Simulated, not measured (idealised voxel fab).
Process module name: voxel wiring stack
Shown is cross-section cut, with a width of 185 nm and square cells of size 5 nm.
Cross-section spec: square-cell grid; bands listed top down; each band is one or more rows. Band: top height; bottom height; in nm. Then, left to right: material with width in nm, for each material. "all across": a single material spanning edge to edge. "air": empty space. The reference from which all heights are counted is 0, the level beneath which the as-received wafer is entirely one material; the lowest band, having no lower bound, proceeds downward and is written after the example "0 nm and below". Quick explanation for "30 to 40": the width changes in equal steps down the rows of cells, from the first number in the band's top row to the second number in its bottom row. A step reported as "no alteration" is a step in which no cell of the cross-section changed. Trapped voids: empty space of 8 cells or more with no open way to the top, each as width x height at its distance from the left edge, in nm. On each step's line, the part that comes after the settings is the simulator's own comment on the step. "overlay nm" answers the question of how far to the right of plan the mask lay on a step that has a mask, and when it is negative the answer is to the left. From here on the document is pairs. In a pair, the cross-section before one process step comes with the cross-section after it, and the latter goes no deeper than the lowest band that changed. What lies in between, the step and its settings, is written under the pair. A pair may be from a different run of this module on the same starting wafer than the pair above it, so it continues from that pair only where its entry headed "Pre-step section" says so.

### Pre-step section
135 nm to 130 nm  TiN (20), then air (15), then TiN (40), then air (15), then TiN (40), then air (15), then TiN (40)
130 nm to 120 nm  lowk (15), then TiN (5), then air (15), then TiN (5), then lowk (30), then TiN (5), then air (15), then TiN (5), then lowk (30), then TiN (5), then air (15), then TiN (5), then lowk (35)
120 nm to 115 nm  lowk (15), then TiN (15), then air (5), then TiN (5), then lowk (30), then TiN (15), then air (5), then TiN (5), then lowk (30), then TiN (15), then air (5), then TiN (5), then lowk (35)
115 nm to 110 nm  SiCN (25), then TiN (15), then SiCN (40), then TiN (15), then SiCN (40), then TiN (15), then SiCN (35)
110 nm to 100 nm  lowk (25), then TiN (5), then W (5), then TiN (5), then lowk (40), then TiN (5), then W (5), then TiN (5), then lowk (40), then TiN (5), then W (5), then TiN (5), then lowk (35)
100 nm to 95 nm  SiCN (25), then TiN (15), then SiCN (40), then TiN (15), then SiCN (40), then TiN (15), then SiCN (35)
95 nm to 90 nm  SiCN (20), then Ru (35), then SiCN (20), then Ru (35), then SiCN (20), then Ru (35), then SiCN (20)
90 nm to 75 nm  lowk (25), then TiN (5), then Cu (15), then TiN (5), then lowk (30), then TiN (5), then Cu (15), then TiN (5), then lowk (30), then TiN (5), then Cu (15), then TiN (5), then lowk (25)
75 nm to 70 nm  SiN (25), then TiN (25), then SiN (30), then TiN (25), then SiN (30), then TiN (25), then SiN (25)
70 nm to 50 nm  lowk (25), then TiN (5), then W (5), then TiN (5), then lowk (95), then TiN (5), then W (5), then TiN (5), then lowk (35)
50 nm to 45 nm  SiCN (25), then TiN (15), then SiCN (95), then TiN (15), then SiCN (35)
45 nm to 20 nm  lowk (20), then SiN (5), then W (25), then SiN (5), then lowk (20), then SiN (5), then W (25), then SiN (5), then lowk (20), then SiN (5), then W (25), then SiN (5), then lowk (20)
20 nm to 15 nm  SiN (25), then TiN (25), then SiN (30), then TiN (25), then SiN (30), then TiN (25), then SiN (25)
15 nm to 0 nm  SiO2 all across
0 nm and below  Si all across
Trapped voids: none

### Step Result
145 nm to 135 nm  Ru all across
135 nm to 130 nm  TiN (20), then Ru (15), then TiN (40), then Ru (15), then TiN (40), then Ru (15), then TiN (40)
130 nm to 120 nm  lowk (15), then TiN (5), then Ru (15), then TiN (5), then lowk (30), then TiN (5), then Ru (15), then TiN (5), then lowk (30), then TiN (5), then Ru (15), then TiN (5), then lowk (35)
120 nm to 115 nm  lowk (15), then TiN (15), then Ru (5), then TiN (5), then lowk (30), then TiN (15), then Ru (5), then TiN (5), then lowk (30), then TiN (15), then Ru (5), then TiN (5), then lowk (35)
Nothing below the height 115 has changed.
Trapped voids: none
Between the cross-sections above, the step performed was FILL_DEP with material Ru, thk nm 10

Pre-step section: carried over from the after image of the pair right above.

### Step Result
130 nm to 120 nm  lowk (15), then TiN (5), then Ru (15), then TiN (5), then lowk (30), then TiN (5), then Ru (15), then TiN (5), then lowk (30), then TiN (5), then Ru (15), then TiN (5), then lowk (35)
Nothing below the height 120 has changed.
Trapped voids: none
Between the cross-sections above, the step performed was CMP with height nm 130

Pre-step section: carried over from the after image of the pair right above.

### Step Result
135 nm to 130 nm  air (10), then Ru (35), then air (20), then Ru (35), then air (20), then Ru (35), then air (30)
Nothing below the height 130 has changed.
Trapped voids: none
Between the cross-sections above, the step performed was EPI with material Ru, thk nm 5

Pre-step section: carried over from the after image of the pair right above.

### Step Result
140 nm to 135 nm  SiCN all across
135 nm to 130 nm  SiCN (10), then Ru (35), then SiCN (20), then Ru (35), then SiCN (20), then Ru (35), then SiCN (30)
Nothing below the height 130 has changed.
Trapped voids: none
Between the cross-sections above, the step performed was FILL_DEP with material SiCN, thk nm 5

### Pre-step section
45 nm to 20 nm  lowk (20), then SiN (5), then W (25), then SiN (5), then lowk (20), then SiN (5), then W (25), then SiN (5), then lowk (20), then SiN (5), then W (25), then SiN (5), then lowk (20)
20 nm to 15 nm  SiN (25), then TiN (25), then SiN (30), then TiN (25), then SiN (30), then TiN (25), then SiN (25)
15 nm to 0 nm  SiO2 all across
0 nm and below  Si all across
Trapped voids: none

### Step Result
50 nm to 45 nm  SiN all across
Nothing below the height 45 has changed.
Trapped voids: none
Between the cross-sections above, the step performed was CONFORMAL_DEP with material SiN, thk nm 5

Pre-step section: carried over from the after image of the pair right above.

### Step Result
70 nm to 50 nm  lowk all across
Nothing below the height 50 has changed.
Trapped voids: none
Between the cross-sections above, the step performed was DIRECTIONAL_DEP with material lowk, thk nm 20

Pre-step section: carried over from the after image of the pair right above.

### Step Result
80 nm to 70 nm  aC all across
Nothing below the height 70 has changed.
Trapped voids: none
Between the cross-sections above, the step performed was DIRECTIONAL_DEP with material aC, thk nm 10

Pre-step section: carried over from the after image of the pair right above.

### Step Result
105 nm to 80 nm  resist (25), then air (15), then resist (95), then air (15), then resist (35)
Nothing below the height 80 has changed.
Trapped voids: none
Between the cross-sections above, the step performed was PATTERN with tone open, mask id PLUG_1, material resist, width nm 15, pitch nm 110, thk nm 25, overlay nm 0

Pre-step section: carried over from the after image of the pair right above.

### Step Result
95 nm to 80 nm  resist (25), then air (15), then resist (95), then air (15), then resist (35)
80 nm to 70 nm  aC (25), then air (15), then aC (95), then air (15), then aC (35)
Nothing below the height 70 has changed.
Trapped voids: none
Between the cross-sections above, the step performed was DIRECTIONAL_ETCH with etch materials aC, depth nm 10

Pre-step section: carried over from the after image of the pair right above.

### Step Result
80 nm to 70 nm  aC (25), then air (15), then aC (95), then air (15), then aC (35)
Nothing below the height 70 has changed.
Trapped voids: none
Between the cross-sections above, the step performed was STRIP with etch materials resist

Pre-step section: carried over from the after image of the pair right above.

### Step Result
80 nm to 70 nm  aC (25), then air (15), then aC (95), then air (15), then aC (35)
70 nm to 50 nm  lowk (25), then air (15), then lowk (95), then air (15), then lowk (35)
Nothing below the height 50 has changed.
Trapped voids: none
Between the cross-sections above, the step performed was DIRECTIONAL_ETCH with etch materials lowk, depth nm 20

Pre-step section: carried over from the after image of the pair right above.

### Step Result
70 nm to 50 nm  lowk (25), then air (15), then lowk (95), then air (15), then lowk (35)
Nothing below the height 50 has changed.
Trapped voids: none
Between the cross-sections above, the step performed was STRIP with etch materials aC

Pre-step section: carried over from the after image of the pair right above.

### Step Result
75 nm to 70 nm  TiN (30), then air (5), then TiN (105), then air (5), then TiN (40)
70 nm to 55 nm  lowk (25), then TiN (5), then air (5), then TiN (5), then lowk (95), then TiN (5), then air (5), then TiN (5), then lowk (35)
55 nm to 50 nm  lowk (25), then TiN (15), then lowk (95), then TiN (15), then lowk (35)
Nothing below the height 50 has changed.
Trapped voids: none
Between the cross-sections above, the step performed was CONFORMAL_DEP with material TiN, thk nm 5

Pre-step section: carried over from the after image of the pair right above.

### Step Result
80 nm to 75 nm  W all across
75 nm to 70 nm  TiN (30), then W (5), then TiN (105), then W (5), then TiN (40)
70 nm to 55 nm  lowk (25), then TiN (5), then W (5), then TiN (5), then lowk (95), then TiN (5), then W (5), then TiN (5), then lowk (35)
Nothing below the height 55 has changed.
Trapped voids: none
Between the cross-sections above, the step performed was FILL_DEP with material W, thk nm 5

Pre-step section: carried over from the after image of the pair right above.

### Step Result
70 nm to 55 nm  lowk (25), then TiN (5), then W (5), then TiN (5), then lowk (95), then TiN (5), then W (5), then TiN (5), then lowk (35)
Nothing below the height 55 has changed.
Trapped voids: none
Between the cross-sections above, the step performed was CMP with height nm 70

Pre-step section: carried over from the after image of the pair right above.

### Step Result
75 nm to 70 nm  SiN all across
Nothing below the height 70 has changed.
Trapped voids: none
Between the cross-sections above, the step performed was CONFORMAL_DEP with material SiN, thk nm 5

Pre-step section: carried over from the after image of the pair right above.

### Step Result
90 nm to 75 nm  lowk all across
Nothing below the height 75 has changed.
Trapped voids: none
Between the cross-sections above, the step performed was DIRECTIONAL_DEP with material lowk, thk nm 15

Pre-step section: carried over from the after image of the pair right above.

### Step Result
90 nm to 75 nm  lowk (25), then air (25), then lowk (30), then air (25), then lowk (30), then air (25), then lowk (25)
Nothing below the height 75 has changed.
Trapped voids: none
Between the cross-sections above, the step performed was MASKED_ETCH with tone open, mask id METAL_2, width nm 25, pitch nm 55, etch materials lowk, depth nm 15, overlay nm 0

Pre-step section: carried over from the after image of the pair right above.

### Step Result
90 nm to 75 nm  lowk (25), then air (25), then lowk (30), then air (25), then lowk (30), then air (25), then lowk (25)
75 nm to 70 nm  SiN (25), then air (25), then SiN (30), then air (25), then SiN (30), then air (25), then SiN (25)
Nothing below the height 70 has changed.
Trapped voids: none
Between the cross-sections above, the step performed was MASKED_ETCH with tone open, mask id METAL_2, width nm 25, pitch nm 55, etch materials SiN, depth nm 5, overlay nm 0

Pre-step section: carried over from the after image of the pair right above.

### Step Result
95 nm to 90 nm  TiN (30), then air (15), then TiN (40), then air (15), then TiN (40), then air (15), then TiN (30)
90 nm to 75 nm  lowk (25), then TiN (5), then air (15), then TiN (5), then lowk (30), then TiN (5), then air (15), then TiN (5), then lowk (30), then TiN (5), then air (15), then TiN (5), then lowk (25)
75 nm to 70 nm  SiN (25), then TiN (25), then SiN (30), then TiN (25), then SiN (30), then TiN (25), then SiN (25)
Nothing below the height 70 has changed.
Trapped voids: none
Between the cross-sections above, the step performed was CONFORMAL_DEP with material TiN, thk nm 5

Pre-step section: carried over from the after image of the pair right above.

### Step Result
105 nm to 95 nm  Cu all across
95 nm to 90 nm  TiN (30), then Cu (15), then TiN (40), then Cu (15), then TiN (40), then Cu (15), then TiN (30)
90 nm to 75 nm  lowk (25), then TiN (5), then Cu (15), then TiN (5), then lowk (30), then TiN (5), then Cu (15), then TiN (5), then lowk (30), then TiN (5), then Cu (15), then TiN (5), then lowk (25)
Nothing below the height 75 has changed.
Trapped voids: none
Between the cross-sections above, the step performed was FILL_DEP with material Cu, thk nm 10

Pre-step section: carried over from the after image of the pair right above.

### Step Result
90 nm to 75 nm  lowk (25), then TiN (5), then Cu (15), then TiN (5), then lowk (30), then TiN (5), then Cu (15), then TiN (5), then lowk (30), then TiN (5), then Cu (15), then TiN (5), then lowk (25)
Nothing below the height 75 has changed.
Trapped voids: none
Between the cross-sections above, the step performed was CMP with height nm 90

Pre-step section: carried over from the after image of the pair right above.

### Step Result
95 nm to 90 nm  air (20), then Ru (35), then air (20), then Ru (35), then air (20), then Ru (35), then air (20)
Nothing below the height 90 has changed.
Trapped voids: none
Between the cross-sections above, the step performed was EPI with material Ru, thk nm 5

Pre-step section: carried over from the after image of the pair right above.

### Step Result
100 nm to 95 nm  SiCN all across
95 nm to 90 nm  SiCN (20), then Ru (35), then SiCN (20), then Ru (35), then SiCN (20), then Ru (35), then SiCN (20)
Nothing below the height 90 has changed.
Trapped voids: none
Between the cross-sections above, the step performed was FILL_DEP with material SiCN, thk nm 5

Pre-step section: carried over from the after image of the pair right above.

### Step Result
110 nm to 100 nm  lowk all across
Nothing below the height 100 has changed.
Trapped voids: none
Between the cross-sections above, the step performed was DIRECTIONAL_DEP with material lowk, thk nm 10

Pre-step section: carried over from the after image of the pair right above.

### Step Result
125 nm to 110 nm  resist (25), then air (15), then resist (40), then air (15), then resist (40), then air (15), then resist (35)
Nothing below the height 110 has changed.
Trapped voids: none
Between the cross-sections above, the step performed was PATTERN with tone open, mask id PLUG_2, material resist, width nm 15, pitch nm 55, thk nm 15, overlay nm 0

Pre-step section: carried over from the after image of the pair right above.

### Step Result
125 nm to 110 nm  resist (25), then air (15), then resist (40), then air (15), then resist (40), then air (15), then resist (35)
110 nm to 100 nm  lowk (25), then air (15), then lowk (40), then air (15), then lowk (40), then air (15), then lowk (35)
Nothing below the height 100 has changed.
Trapped voids: none
Between the cross-sections above, the step performed was DIRECTIONAL_ETCH with etch materials lowk, depth nm 10

Pre-step section: carried over from the after image of the pair right above.

### Step Result
125 nm to 110 nm  resist (25), then air (15), then resist (40), then air (15), then resist (40), then air (15), then resist (35)
110 nm to 100 nm  lowk (25), then air (15), then lowk (40), then air (15), then lowk (40), then air (15), then lowk (35)
100 nm to 95 nm  SiCN (25), then air (15), then SiCN (40), then air (15), then SiCN (40), then air (15), then SiCN (35)
Nothing below the height 95 has changed.
Trapped voids: none
Between the cross-sections above, the step performed was DIRECTIONAL_ETCH with etch materials SiCN, depth nm 5

Pre-step section: carried over from the after image of the pair right above.

### Step Result
110 nm to 100 nm  lowk (25), then air (15), then lowk (40), then air (15), then lowk (40), then air (15), then lowk (35)
Nothing below the height 100 has changed.
Trapped voids: none
Between the cross-sections above, the step performed was STRIP with etch materials resist

Pre-step section: carried over from the after image of the pair right above.

### Step Result
115 nm to 110 nm  TiN (30), then air (5), then TiN (50), then air (5), then TiN (50), then air (5), then TiN (40)
110 nm to 100 nm  lowk (25), then TiN (5), then air (5), then TiN (5), then lowk (40), then TiN (5), then air (5), then TiN (5), then lowk (40), then TiN (5), then air (5), then TiN (5), then lowk (35)
100 nm to 95 nm  SiCN (25), then TiN (15), then SiCN (40), then TiN (15), then SiCN (40), then TiN (15), then SiCN (35)
Nothing below the height 95 has changed.
Trapped voids: none
Between the cross-sections above, the step performed was CONFORMAL_DEP with material TiN, thk nm 5

Pre-step section: carried over from the after image of the pair right above.

### Step Result
125 nm to 115 nm  W all across
115 nm to 110 nm  TiN (30), then W (5), then TiN (50), then W (5), then TiN (50), then W (5), then TiN (40)
110 nm to 100 nm  lowk (25), then TiN (5), then W (5), then TiN (5), then lowk (40), then TiN (5), then W (5), then TiN (5), then lowk (40), then TiN (5), then W (5), then TiN (5), then lowk (35)
Nothing below the height 100 has changed.
Trapped voids: none
Between the cross-sections above, the step performed was FILL_DEP with material W, thk nm 10

Pre-step section: carried over from the after image of the pair right above.

### Step Result
110 nm to 100 nm  lowk (25), then TiN (5), then W (5), then TiN (5), then lowk (40), then TiN (5), then W (5), then TiN (5), then lowk (40), then TiN (5), then W (5), then TiN (5), then lowk (35)
Nothing below the height 100 has changed.
Trapped voids: none
Between the cross-sections above, the step performed was CMP with height nm 110

Pre-step section: carried over from the after image of the pair right above.

### Step Result
115 nm to 110 nm  SiCN all across
Nothing below the height 110 has changed.
Trapped voids: none
Between the cross-sections above, the step performed was CONFORMAL_DEP with material SiCN, thk nm 5

Pre-step section: carried over from the after image of the pair right above.

### Step Result
130 nm to 115 nm  lowk all across
Nothing below the height 115 has changed.
Trapped voids: none
Between the cross-sections above, the step performed was DIRECTIONAL_DEP with material lowk, thk nm 15

Pre-step section: carried over from the after image of the pair right above.

### Step Result
130 nm to 115 nm  lowk (25), then air (25), then lowk (30), then air (25), then lowk (30), then air (25), then lowk (25)
Nothing below the height 115 has changed.
Trapped voids: none
Between the cross-sections above, the step performed was MASKED_ETCH with tone open, mask id METAL_3, width nm 25, pitch nm 55, etch materials lowk, depth nm 15, overlay nm 0

Pre-step section: carried over from the after image of the pair right above.

### Step Result
130 nm to 115 nm  lowk (25), then air (25), then lowk (30), then air (25), then lowk (30), then air (25), then lowk (25)
115 nm to 110 nm  SiCN (25), then air (25), then SiCN (30), then air (25), then SiCN (30), then air (25), then SiCN (25)
Nothing below the height 110 has changed.
Trapped voids: none
Between the cross-sections above, the step performed was MASKED_ETCH with tone open, mask id METAL_3, width nm 25, pitch nm 55, etch materials SiCN, depth nm 5, overlay nm 0

Pre-step section: carried over from the after image of the pair right above.

### Step Result
135 nm to 130 nm  TiN (30), then air (15), then TiN (40), then air (15), then TiN (40), then air (15), then TiN (30)
130 nm to 115 nm  lowk (25), then TiN (5), then air (15), then TiN (5), then lowk (30), then TiN (5), then air (15), then TiN (5), then lowk (30), then TiN (5), then air (15), then TiN (5), then lowk (25)
115 nm to 110 nm  SiCN (25), then TiN (25), then SiCN (30), then TiN (25), then SiCN (30), then TiN (25), then SiCN (25)
Nothing below the height 110 has changed.
Trapped voids: none
Between the cross-sections above, the step performed was CONFORMAL_DEP with material TiN, thk nm 5

Pre-step section: carried over from the after image of the pair right above.

### Step Result
145 nm to 135 nm  Ru all across
135 nm to 130 nm  TiN (30), then Ru (15), then TiN (40), then Ru (15), then TiN (40), then Ru (15), then TiN (30)
130 nm to 115 nm  lowk (25), then TiN (5), then Ru (15), then TiN (5), then lowk (30), then TiN (5), then Ru (15), then TiN (5), then lowk (30), then TiN (5), then Ru (15), then TiN (5), then lowk (25)
Nothing below the height 115 has changed.
Trapped voids: none
Between the cross-sections above, the step performed was FILL_DEP with material Ru, thk nm 10

Pre-step section: carried over from the after image of the pair right above.

### Step Result
130 nm to 115 nm  lowk (25), then TiN (5), then Ru (15), then TiN (5), then lowk (30), then TiN (5), then Ru (15), then TiN (5), then lowk (30), then TiN (5), then Ru (15), then TiN (5), then lowk (25)
Nothing below the height 115 has changed.
Trapped voids: none
Between the cross-sections above, the step performed was CMP with height nm 130

Pre-step section: carried over from the after image of the pair right above.

### Step Result
135 nm to 130 nm  air (20), then Ru (35), then air (20), then Ru (35), then air (20), then Ru (35), then air (20)
Nothing below the height 130 has changed.
Trapped voids: none
Between the cross-sections above, the step performed was EPI with material Ru, thk nm 5

Pre-step section: carried over from the after image of the pair right above.

### Step Result
140 nm to 135 nm  SiCN all across
135 nm to 130 nm  SiCN (20), then Ru (35), then SiCN (20), then Ru (35), then SiCN (20), then Ru (35), then SiCN (20)
Nothing below the height 130 has changed.
Trapped voids: none
Between the cross-sections above, the step performed was FILL_DEP with material SiCN, thk nm 5

### Pre-step section
80 nm to 70 nm  aC all across
70 nm to 50 nm  lowk all across
50 nm to 45 nm  SiCN all across
45 nm to 20 nm  lowk (20), then SiN (5), then W (25), then SiN (5), then lowk (20), then SiN (5), then W (25), then SiN (5), then lowk (20), then SiN (5), then W (25), then SiN (5), then lowk (20)
20 nm to 15 nm  SiN (25), then TiN (25), then SiN (30), then TiN (25), then SiN (30), then TiN (25), then SiN (25)
15 nm to 0 nm  SiO2 all across
0 nm and below  Si all across
Trapped voids: none

### Step Result
105 nm to 80 nm  air (25), then resist (15), then air (95), then resist (15), then air (35)
Nothing below the height 80 has changed.
Trapped voids: none
Between the cross-sections above, the step performed was PATTERN with tone cover, mask id PLUG_1, material resist, width nm 15, pitch nm 110, thk nm 25, overlay nm 0

Pre-step section: carried over from the after image of the pair right above.

### Step Result
95 nm to 80 nm  air (25), then resist (15), then air (95), then resist (15), then air (35)
80 nm to 70 nm  air (25), then aC (15), then air (95), then aC (15), then air (35)
Nothing below the height 70 has changed.
Trapped voids: none
Between the cross-sections above, the step performed was DIRECTIONAL_ETCH with etch materials aC, depth nm 10

Pre-step section: carried over from the after image of the pair right above.

### Step Result
80 nm to 70 nm  air (25), then aC (15), then air (95), then aC (15), then air (35)
Nothing below the height 70 has changed.
Trapped voids: none
Between the cross-sections above, the step performed was STRIP with etch materials resist

Pre-step section: carried over from the after image of the pair right above.

### Step Result
80 nm to 70 nm  air (25), then aC (15), then air (95), then aC (15), then air (35)
70 nm to 50 nm  air (25), then lowk (15), then air (95), then lowk (15), then air (35)
Nothing below the height 50 has changed.
Trapped voids: none
Between the cross-sections above, the step performed was DIRECTIONAL_ETCH with etch materials lowk, depth nm 20

Pre-step section: carried over from the after image of the pair right above.

### Step Result
80 nm to 70 nm  air (25), then aC (15), then air (95), then aC (15), then air (35)
70 nm to 50 nm  air (25), then lowk (15), then air (95), then lowk (15), then air (35)
50 nm to 45 nm  air (25), then SiCN (15), then air (95), then SiCN (15), then air (35)
Nothing below the height 45 has changed.
Trapped voids: none
Between the cross-sections above, the step performed was DIRECTIONAL_ETCH with etch materials SiCN, depth nm 5

Pre-step section: carried over from the after image of the pair right above.

### Step Result
70 nm to 50 nm  air (25), then lowk (15), then air (95), then lowk (15), then air (35)
Nothing below the height 50 has changed.
Trapped voids: none
Between the cross-sections above, the step performed was STRIP with etch materials aC

Pre-step section: carried over from the after image of the pair right above.

### Step Result
75 nm to 70 nm  air (20), then TiN (25), then air (85), then TiN (25), then air (30)
70 nm to 50 nm  air (20), then TiN (5), then lowk (15), then TiN (5), then air (85), then TiN (5), then lowk (15), then TiN (5), then air (30)
50 nm to 45 nm  TiN (25), then SiCN (15), then TiN (95), then SiCN (15), then TiN (35)
Nothing below the height 45 has changed.
Trapped voids: none
Between the cross-sections above, the step performed was CONFORMAL_DEP with material TiN, thk nm 5

Pre-step section: carried over from the after image of the pair right above.

### Step Result
80 nm to 75 nm  W all across
75 nm to 70 nm  W (20), then TiN (25), then W (85), then TiN (25), then W (30)
70 nm to 50 nm  W (20), then TiN (5), then lowk (15), then TiN (5), then W (85), then TiN (5), then lowk (15), then TiN (5), then W (30)
Nothing below the height 50 has changed.
Trapped voids: none
Between the cross-sections above, the step performed was FILL_DEP with material W, thk nm 5

Pre-step section: carried over from the after image of the pair right above.

### Step Result
70 nm to 50 nm  W (20), then TiN (5), then lowk (15), then TiN (5), then W (85), then TiN (5), then lowk (15), then TiN (5), then W (30)
Nothing below the height 50 has changed.
Trapped voids: none
Between the cross-sections above, the step performed was CMP with height nm 70

Pre-step section: carried over from the after image of the pair right above.

### Step Result
75 nm to 70 nm  SiN all across
Nothing below the height 70 has changed.
Trapped voids: none
Between the cross-sections above, the step performed was CONFORMAL_DEP with material SiN, thk nm 5

Pre-step section: carried over from the after image of the pair right above.

### Step Result
90 nm to 75 nm  lowk all across
Nothing below the height 75 has changed.
Trapped voids: none
Between the cross-sections above, the step performed was DIRECTIONAL_DEP with material lowk, thk nm 15

Pre-step section: carried over from the after image of the pair right above.

### Step Result
90 nm to 75 nm  lowk (25), then air (25), then lowk (30), then air (25), then lowk (30), then air (25), then lowk (25)
Nothing below the height 75 has changed.
Trapped voids: none
Between the cross-sections above, the step performed was MASKED_ETCH with tone open, mask id METAL_2, width nm 25, pitch nm 55, etch materials lowk, depth nm 15, overlay nm 0

Pre-step section: carried over from the after image of the pair right above.

### Step Result
90 nm to 75 nm  lowk (25), then air (25), then lowk (30), then air (25), then lowk (30), then air (25), then lowk (25)
75 nm to 70 nm  SiN (25), then air (25), then SiN (30), then air (25), then SiN (30), then air (25), then SiN (25)
Nothing below the height 70 has changed.
Trapped voids: none
Between the cross-sections above, the step performed was MASKED_ETCH with tone open, mask id METAL_2, width nm 25, pitch nm 55, etch materials SiN, depth nm 5, overlay nm 0

Pre-step section: carried over from the after image of the pair right above.

### Step Result
95 nm to 90 nm  TiN (30), then air (15), then TiN (40), then air (15), then TiN (40), then air (15), then TiN (30)
90 nm to 75 nm  lowk (25), then TiN (5), then air (15), then TiN (5), then lowk (30), then TiN (5), then air (15), then TiN (5), then lowk (30), then TiN (5), then air (15), then TiN (5), then lowk (25)
75 nm to 70 nm  SiN (25), then TiN (25), then SiN (30), then TiN (25), then SiN (30), then TiN (25), then SiN (25)
Nothing below the height 70 has changed.
Trapped voids: none
Between the cross-sections above, the step performed was CONFORMAL_DEP with material TiN, thk nm 5

Pre-step section: carried over from the after image of the pair right above.

### Step Result
105 nm to 95 nm  Cu all across
95 nm to 90 nm  TiN (30), then Cu (15), then TiN (40), then Cu (15), then TiN (40), then Cu (15), then TiN (30)
90 nm to 75 nm  lowk (25), then TiN (5), then Cu (15), then TiN (5), then lowk (30), then TiN (5), then Cu (15), then TiN (5), then lowk (30), then TiN (5), then Cu (15), then TiN (5), then lowk (25)
Nothing below the height 75 has changed.
Trapped voids: none
Between the cross-sections above, the step performed was FILL_DEP with material Cu, thk nm 10

Pre-step section: carried over from the after image of the pair right above.

### Step Result
90 nm to 75 nm  lowk (25), then TiN (5), then Cu (15), then TiN (5), then lowk (30), then TiN (5), then Cu (15), then TiN (5), then lowk (30), then TiN (5), then Cu (15), then TiN (5), then lowk (25)
Nothing below the height 75 has changed.
Trapped voids: none
Between the cross-sections above, the step performed was CMP with height nm 90

Pre-step section: carried over from the after image of the pair right above.

### Step Result
95 nm to 90 nm  air (20), then Ru (35), then air (20), then Ru (35), then air (20), then Ru (35), then air (20)
Nothing below the height 90 has changed.
Trapped voids: none
Between the cross-sections above, the step performed was EPI with material Ru, thk nm 5

Pre-step section: carried over from the after image of the pair right above.

### Step Result
100 nm to 95 nm  SiCN all across
95 nm to 90 nm  SiCN (20), then Ru (35), then SiCN (20), then Ru (35), then SiCN (20), then Ru (35), then SiCN (20)
Nothing below the height 90 has changed.
Trapped voids: none
Between the cross-sections above, the step performed was FILL_DEP with material SiCN, thk nm 5

Pre-step section: carried over from the after image of the pair right above.

### Step Result
110 nm to 100 nm  lowk all across
Nothing below the height 100 has changed.
Trapped voids: none
Between the cross-sections above, the step performed was DIRECTIONAL_DEP with material lowk, thk nm 10

Pre-step section: carried over from the after image of the pair right above.

### Step Result
125 nm to 110 nm  resist (25), then air (15), then resist (40), then air (15), then resist (40), then air (15), then resist (35)
Nothing below the height 110 has changed.
Trapped voids: none
Between the cross-sections above, the step performed was PATTERN with tone open, mask id PLUG_2, material resist, width nm 15, pitch nm 55, thk nm 15, overlay nm 0

Pre-step section: carried over from the after image of the pair right above.

### Step Result
125 nm to 110 nm  resist (25), then air (15), then resist (40), then air (15), then resist (40), then air (15), then resist (35)
110 nm to 100 nm  lowk (25), then air (15), then lowk (40), then air (15), then lowk (40), then air (15), then lowk (35)
Nothing below the height 100 has changed.
Trapped voids: none
Between the cross-sections above, the step performed was DIRECTIONAL_ETCH with etch materials lowk, depth nm 10

Pre-step section: carried over from the after image of the pair right above.

### Step Result
125 nm to 110 nm  resist (25), then air (15), then resist (40), then air (15), then resist (40), then air (15), then resist (35)
110 nm to 100 nm  lowk (25), then air (15), then lowk (40), then air (15), then lowk (40), then air (15), then lowk (35)
100 nm to 95 nm  SiCN (25), then air (15), then SiCN (40), then air (15), then SiCN (40), then air (15), then SiCN (35)
Nothing below the height 95 has changed.
Trapped voids: none
Between the cross-sections above, the step performed was DIRECTIONAL_ETCH with etch materials SiCN, depth nm 5

Pre-step section: carried over from the after image of the pair right above.

### Step Result
110 nm to 100 nm  lowk (25), then air (15), then lowk (40), then air (15), then lowk (40), then air (15), then lowk (35)
Nothing below the height 100 has changed.
Trapped voids: none
Between the cross-sections above, the step performed was STRIP with etch materials resist

Pre-step section: carried over from the after image of the pair right above.

### Step Result
115 nm to 110 nm  TiN (30), then air (5), then TiN (50), then air (5), then TiN (50), then air (5), then TiN (40)
110 nm to 100 nm  lowk (25), then TiN (5), then air (5), then TiN (5), then lowk (40), then TiN (5), then air (5), then TiN (5), then lowk (40), then TiN (5), then air (5), then TiN (5), then lowk (35)
100 nm to 95 nm  SiCN (25), then TiN (15), then SiCN (40), then TiN (15), then SiCN (40), then TiN (15), then SiCN (35)
Nothing below the height 95 has changed.
Trapped voids: none
Between the cross-sections above, the step performed was CONFORMAL_DEP with material TiN, thk nm 5

Pre-step section: carried over from the after image of the pair right above.

### Step Result
125 nm to 115 nm  W all across
115 nm to 110 nm  TiN (30), then W (5), then TiN (50), then W (5), then TiN (50), then W (5), then TiN (40)
110 nm to 100 nm  lowk (25), then TiN (5), then W (5), then TiN (5), then lowk (40), then TiN (5), then W (5), then TiN (5), then lowk (40), then TiN (5), then W (5), then TiN (5), then lowk (35)
Nothing below the height 100 has changed.
Trapped voids: none
Between the cross-sections above, the step performed was FILL_DEP with material W, thk nm 10

Pre-step section: carried over from the after image of the pair right above.

### Step Result
110 nm to 100 nm  lowk (25), then TiN (5), then W (5), then TiN (5), then lowk (40), then TiN (5), then W (5), then TiN (5), then lowk (40), then TiN (5), then W (5), then TiN (5), then lowk (35)
Nothing below the height 100 has changed.
Trapped voids: none
Between the cross-sections above, the step performed was CMP with height nm 110

Pre-step section: carried over from the after image of the pair right above.

### Step Result
115 nm to 110 nm  SiCN all across
Nothing below the height 110 has changed.
Trapped voids: none
Between the cross-sections above, the step performed was CONFORMAL_DEP with material SiCN, thk nm 5

Pre-step section: carried over from the after image of the pair right above.

### Step Result
130 nm to 115 nm  lowk all across
Nothing below the height 115 has changed.
Trapped voids: none
Between the cross-sections above, the step performed was DIRECTIONAL_DEP with material lowk, thk nm 15

Pre-step section: carried over from the after image of the pair right above.

### Step Result
130 nm to 115 nm  lowk (25), then air (25), then lowk (30), then air (25), then lowk (30), then air (25), then lowk (25)
Nothing below the height 115 has changed.
Trapped voids: none
Between the cross-sections above, the step performed was MASKED_ETCH with tone open, mask id METAL_3, width nm 25, pitch nm 55, etch materials lowk, depth nm 15, overlay nm 0

Pre-step section: carried over from the after image of the pair right above.

### Step Result
130 nm to 115 nm  lowk (25), then air (25), then lowk (30), then air (25), then lowk (30), then air (25), then lowk (25)
115 nm to 110 nm  SiCN (25), then air (25), then SiCN (30), then air (25), then SiCN (30), then air (25), then SiCN (25)
Nothing below the height 110 has changed.
Trapped voids: none
Between the cross-sections above, the step performed was MASKED_ETCH with tone open, mask id METAL_3, width nm 25, pitch nm 55, etch materials SiCN, depth nm 5, overlay nm 0
